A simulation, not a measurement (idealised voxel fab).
The document below concerns the process module designated voxel capacitor over wiring.
Square cells of 5 nm make up the cross-section cut, whose width is 180 nm.
Cross-section spec: square-cell grid; bands listed top down; each band is one or more rows. Top, bottom (nm), then materials left to right with widths (nm); lone material tagged "everywhere" fills the whole band edge to edge; "empty" = empty space. Where do heights start? At 0: under that level the wafer as delivered is made of one material only. And the lowest band has no floor; it just carries on downward, as in "0 -> down". Graded width ("30->40"): value in top row of band = first number; value in bottom row = second number; row-to-row change constant. Step marked "no change"? Then no cell in the cross-section changed in it. Each empty space that has no open way to the top and spans at least 8 cells appears under "Trapped void list" as width x height at distance, the distance counted from the left edge, all in nm. Post-settings text on a step line: simulator's own remark regarding the step. overlay nm: on a step with a mask, how far right of its planned place the mask lay; negative means left. Pairs ahead. Before: cross-section ahead of one process step. After: cross-section once the step is done, shown to the lowest changed band only. Under each pair: that step, with settings. Caution: pairs may come from different runs of this module on the same starting wafer; a pair follows the pair above only where its "Pre-step cross-section" entry says so.

[Pre-step cross-section]
    90 -> 80 = aC everywhere
    80 -> 70 = Ru everywhere
    70 -> 65 = TiN everywhere
    65 -> 60 = HfO2 everywhere
    60 -> 55 = TiN everywhere
    55 -> 45 = SiO2 40 nm, Ru 15 nm, SiO2 125 nm
    45 -> 40 = SiCN 40 nm, Ru 15 nm, SiCN 125 nm
    40 -> 20 = lowk 25 nm, SiCN 5 nm, Ru 25 nm, SiCN 5 nm, lowk 60 nm, SiCN 5 nm, Ru 25 nm, SiCN 5 nm, lowk 25 nm
    20 -> 15 = SiCN 30 nm, TiN 25 nm, SiCN 70 nm, TiN 25 nm, SiCN 30 nm
    15 -> 0 = SiO2 everywhere
    0 -> down = Si everywhere
    Trapped void list: none

[Resultant Cross-Section]
    120 -> 90 = resist 50 nm, empty 15 nm, resist 115 nm
    All layers under 90 are left as they were.
    Trapped void list: none
Going from the before section above to the after section, the step was PATTERN, tone open, mask id PLUG_2, material resist, width nm 15, thk nm 30, overlay nm 0

Pre-step cross-section: same picture as after in the pair right above, so we don't repeat it.

[Resultant Cross-Section]
    110 -> 90 = resist 50 nm, empty 15 nm, resist 115 nm
    90 -> 80 = aC 50 nm, empty 15 nm, aC 115 nm
    All layers under 80 are left as they were.
    Trapped void list: none
Going from the before section above to the after section, the step was DIRECTIONAL_ETCH, etch materials aC, depth nm 10

Pre-step cross-section: same picture as after in the pair right above, so we don't repeat it.

[Resultant Cross-Section]
    90 -> 80 = aC 50 nm, empty 15 nm, aC 115 nm
    All layers under 80 are left as they were.
    Trapped void list: none
Going from the before section above to the after section, the step was STRIP, etch materials resist

Pre-step cross-section: same picture as after in the pair right above, so we don't repeat it.

[Resultant Cross-Section]
    80 -> 70 = Ru everywhere
    All layers under 70 are left as they were.
    Trapped void list: none
Going from the before section above to the after section, the step was STRIP, etch materials aC

Pre-step cross-section: same picture as after in the pair right above, so we don't repeat it.

[Resultant Cross-Section]
    85 -> 80 = TiN everywhere
    All layers under 80 are left as they were.
    Trapped void list: none
Going from the before section above to the after section, the step was CONFORMAL_DEP, material TiN, thk nm 5

Pre-step cross-section: same picture as after in the pair right above, so we don't repeat it.

[Resultant Cross-Section]
    95 -> 85 = W everywhere
    All layers under 85 are left as they were.
    Trapped void list: none
Going from the before section above to the after section, the step was FILL_DEP, material W, thk nm 10

Pre-step cross-section: same picture as after in the pair right above, so we don't repeat it.

[Resultant Cross-Section]
    80 -> 70 = Ru everywhere
    All layers under 70 are left as they were.
    Trapped void list: none
Going from the before section above to the after section, the step was CMP, height nm 80

Pre-step cross-section: same picture as after in the pair right above, so we don't repeat it.

[Resultant Cross-Section]
    85 -> 80 = SiCN everywhere
    All layers under 80 are left as they were.
    Trapped void list: none
Going from the before section above to the after section, the step was CONFORMAL_DEP, material SiCN, thk nm 5

[Pre-step cross-section]
    85 -> 70 = aC everywhere
    70 -> 65 = TiN everywhere
    65 -> 60 = HfO2 everywhere
    60 -> 55 = TiN everywhere
    55 -> 45 = SiO2 40 nm, Ru 15 nm, SiO2 125 nm
    45 -> 40 = SiCN 40 nm, Ru 15 nm, SiCN 125 nm
    40 -> 20 = lowk 25 nm, SiCN 5 nm, Ru 25 nm, SiCN 5 nm, lowk 60 nm, SiCN 5 nm, Ru 25 nm, SiCN 5 nm, lowk 25 nm
    20 -> 15 = SiCN 30 nm, TiN 25 nm, SiCN 70 nm, TiN 25 nm, SiCN 30 nm
    15 -> 0 = SiO2 everywhere
    0 -> down = Si everywhere
    Trapped void list: none

[Resultant Cross-Section]
    115 -> 85 = resist 40 nm, empty 75 nm, resist 65 nm
    All layers under 85 are left as they were.
    Trapped void list: none
Going from the before section above to the after section, the step was PATTERN, tone open, mask id UPPER_PLATE, material resist, width nm 75, thk nm 30, overlay nm 0

Pre-step cross-section: same picture as after in the pair right above, so we don't repeat it.

[Resultant Cross-Section]
    100 -> 85 = resist 40 nm, empty 75 nm, resist 65 nm
    85 -> 70 = aC 40 nm, empty 75 nm, aC 65 nm
    All layers under 70 are left as they were.
    Trapped void list: none
Going from the before section above to the after section, the step was DIRECTIONAL_ETCH, etch materials aC, depth nm 15

Pre-step cross-section: same picture as after in the pair right above, so we don't repeat it.

[Resultant Cross-Section]
    85 -> 70 = aC 40 nm, empty 75 nm, aC 65 nm
    All layers under 70 are left as they were.
    Trapped void list: none
Going from the before section above to the after section, the step was STRIP, etch materials resist

Pre-step cross-section: same picture as after in the pair right above, so we don't repeat it.

[Resultant Cross-Section]
    85 -> 70 = aC 40 nm, empty 75 nm, aC 65 nm
    70 -> 65 = TiN 40 nm, empty 75 nm, TiN 65 nm
    All layers under 65 are left as they were.
    Trapped void list: none
Going from the before section above to the after section, the step was DIRECTIONAL_ETCH, etch materials TiN, depth nm 5

Pre-step cross-section: same picture as after in the pair right above, so we don't repeat it.

[Resultant Cross-Section]
    85 -> 70 = aC 40 nm, empty 75 nm, aC 65 nm
    70 -> 65 = TiN 40 nm, empty 75 nm, TiN 65 nm
    65 -> 60 = HfO2 40 nm, empty 75 nm, HfO2 65 nm
    All layers under 60 are left as they were.
    Trapped void list: none
Going from the before section above to the after section, the step was DIRECTIONAL_ETCH, etch materials HfO2, depth nm 5

Pre-step cross-section: same picture as after in the pair right above, so we don't repeat it.

[Resultant Cross-Section]
    70 -> 65 = TiN 40 nm, empty 75 nm, TiN 65 nm
    All layers under 65 are left as they were.
    Trapped void list: none
Going from the before section above to the after section, the step was STRIP, etch materials aC

Pre-step cross-section: same picture as after in the pair right above, so we don't repeat it.

[Resultant Cross-Section]
    85 -> 75 = aC 40 nm, empty 75 nm, aC 65 nm
    75 -> 70 = aC everywhere
    70 -> 65 = TiN 40 nm, aC 75 nm, TiN 65 nm
    65 -> 60 = HfO2 40 nm, aC 75 nm, HfO2 65 nm
    All layers under 60 are left as they were.
    Trapped void list: none
Going from the before section above to the after section, the step was DIRECTIONAL_DEP, material aC, thk nm 15

Pre-step cross-section: same picture as after in the pair right above, so we don't repeat it.

[Resultant Cross-Section]
    120 -> 85 = empty 35 nm, resist 85 nm, empty 60 nm
    85 -> 75 = aC 40 nm, resist 75 nm, aC 65 nm
    All layers under 75 are left as they were.
    Trapped void list: none
Going from the before section above to the after section, the step was PATTERN, tone cover, mask id LOWER_PLATE, material resist, width nm 85, thk nm 35, overlay nm 0

Pre-step cross-section: same picture as after in the pair right above, so we don't repeat it.

[Resultant Cross-Section]
    105 -> 85 = empty 35 nm, resist 85 nm, empty 60 nm
    85 -> 75 = empty 35 nm, aC 5 nm, resist 75 nm, aC 5 nm, empty 60 nm
    75 -> 70 = empty 35 nm, aC 85 nm, empty 60 nm
    All layers under 70 are left as they were.
    Trapped void list: none
Going from the before section above to the after section, the step was DIRECTIONAL_ETCH, etch materials aC, depth nm 15

Pre-step cross-section: same picture as after in the pair right above, so we don't repeat it.

[Resultant Cross-Section]
    85 -> 75 = empty 35 nm, aC 5 nm, empty 75 nm, aC 5 nm, empty 60 nm
    All layers under 75 are left as they were.
    Trapped void list: none
Going from the before section above to the after section, the step was STRIP, etch materials resist

Pre-step cross-section: same picture as after in the pair right above, so we don't repeat it.

[Resultant Cross-Section]
    85 -> 75 = empty 35 nm, aC 5 nm, empty 75 nm, aC 5 nm, empty 60 nm
    75 -> 70 = empty 35 nm, aC 85 nm, empty 60 nm
    70 -> 65 = empty 35 nm, TiN 5 nm, aC 75 nm, TiN 5 nm, empty 60 nm
    All layers under 65 are left as they were.
    Trapped void list: none
Going from the before section above to the after section, the step was DIRECTIONAL_ETCH, etch materials TiN, depth nm 5

Pre-step cross-section: same picture as after in the pair right above, so we don't repeat it.

[Resultant Cross-Section]
    70 -> 65 = empty 35 nm, TiN 5 nm, empty 75 nm, TiN 5 nm, empty 60 nm
    65 -> 60 = HfO2 40 nm, empty 75 nm, HfO2 65 nm
    All layers under 60 are left as they were.
    Trapped void list: none
Going from the before section above to the after section, the step was STRIP, etch materials aC

Pre-step cross-section: same picture as after in the pair right above, so we don't repeat it.

[Resultant Cross-Section]
    85 -> 70 = SiO2 everywhere
    70 -> 65 = SiO2 35 nm, TiN 5 nm, SiO2 75 nm, TiN 5 nm, SiO2 60 nm
    65 -> 60 = HfO2 40 nm, SiO2 75 nm, HfO2 65 nm
    All layers under 60 are left as they were.
    Trapped void list: none
Going from the before section above to the after section, the step was FILL_DEP, material SiO2, thk nm 15

Pre-step cross-section: same picture as after in the pair right above, so we don't repeat it.

[Resultant Cross-Section]
    80 -> 70 = SiO2 everywhere
    All layers under 70 are left as they were.
    Trapped void list: none
Going from the before section above to the after section, the step was CMP, height nm 80

Pre-step cross-section: same picture as after in the pair right above, so we don't repeat it.

[Resultant Cross-Section]
    90 -> 80 = aC everywhere
    All layers under 80 are left as they were.
    Trapped void list: none
Going from the before section above to the after section, the step was DIRECTIONAL_DEP, material aC, thk nm 10

Pre-step cross-section: same picture as after in the pair right above, so we don't repeat it.

[Resultant Cross-Section]
    120 -> 90 = resist 50 nm, empty 15 nm, resist 115 nm
    All layers under 90 are left as they were.
    Trapped void list: none
Going from the before section above to the after section, the step was PATTERN, tone open, mask id PLUG_2, material resist, width nm 15, thk nm 30, overlay nm 0

Pre-step cross-section: same picture as after in the pair right above, so we don't repeat it.

[Resultant Cross-Section]
    110 -> 90 = resist 50 nm, empty 15 nm, resist 115 nm
    90 -> 80 = aC 50 nm, empty 15 nm, aC 115 nm
    All layers under 80 are left as they were.
    Trapped void list: none
Going from the before section above to the after section, the step was DIRECTIONAL_ETCH, etch materials aC, depth nm 10

Pre-step cross-section: same picture as after in the pair right above, so we don't repeat it.

[Resultant Cross-Section]
    90 -> 80 = aC 50 nm, empty 15 nm, aC 115 nm
    All layers under 80 are left as they were.
    Trapped void list: none
Going from the before section above to the after section, the step was STRIP, etch materials resist

Pre-step cross-section: same picture as after in the pair right above, so we don't repeat it.

[Resultant Cross-Section]
    90 -> 80 = aC 50 nm, empty 15 nm, aC 115 nm
    80 -> 70 = SiO2 50 nm, empty 15 nm, SiO2 115 nm
    All layers under 70 are left as they were.
    Trapped void list: none
Going from the before section above to the after section, the step was DIRECTIONAL_ETCH, etch materials SiO2, depth nm 10

Pre-step cross-section: same picture as after in the pair right above, so we don't repeat it.

[Resultant Cross-Section]
    80 -> 70 = SiO2 50 nm, empty 15 nm, SiO2 115 nm
    All layers under 70 are left as they were.
    Trapped void list: none
Going from the before section above to the after section, the step was STRIP, etch materials aC

Pre-step cross-section: same picture as after in the pair right above, so we don't repeat it.

[Resultant Cross-Section]
    85 -> 80 = TiN 55 nm, empty 5 nm, TiN 120 nm
    80 -> 75 = SiO2 50 nm, TiN 5 nm, empty 5 nm, TiN 5 nm, SiO2 115 nm
    75 -> 70 = SiO2 50 nm, TiN 15 nm, SiO2 115 nm
    All layers under 70 are left as they were.
    Trapped void list: none
Going from the before section above to the after section, the step was CONFORMAL_DEP, material TiN, thk nm 5

Pre-step cross-section: same picture as after in the pair right above, so we don't repeat it.

[Resultant Cross-Section]
    95 -> 85 = W everywhere
    85 -> 80 = TiN 55 nm, W 5 nm, TiN 120 nm
    80 -> 75 = SiO2 50 nm, TiN 5 nm, W 5 nm, TiN 5 nm, SiO2 115 nm
    All layers under 75 are left as they were.
    Trapped void list: none
Going from the before section above to the after section, the step was FILL_DEP, material W, thk nm 10

Pre-step cross-section: same picture as after in the pair right above, so we don't repeat it.

[Resultant Cross-Section]
    80 -> 75 = SiO2 50 nm, TiN 5 nm, W 5 nm, TiN 5 nm, SiO2 115 nm
    All layers under 75 are left as they were.
    Trapped void list: none
Going from the before section above to the after section, the step was CMP, height nm 80

Pre-step cross-section: same picture as after in the pair right above, so we don't repeat it.

[Resultant Cross-Section]
    85 -> 80 = SiCN everywhere
    All layers under 80 are left as they were.
    Trapped void list: none
Going from the before section above to the after section, the step was CONFORMAL_DEP, material SiCN, thk nm 5
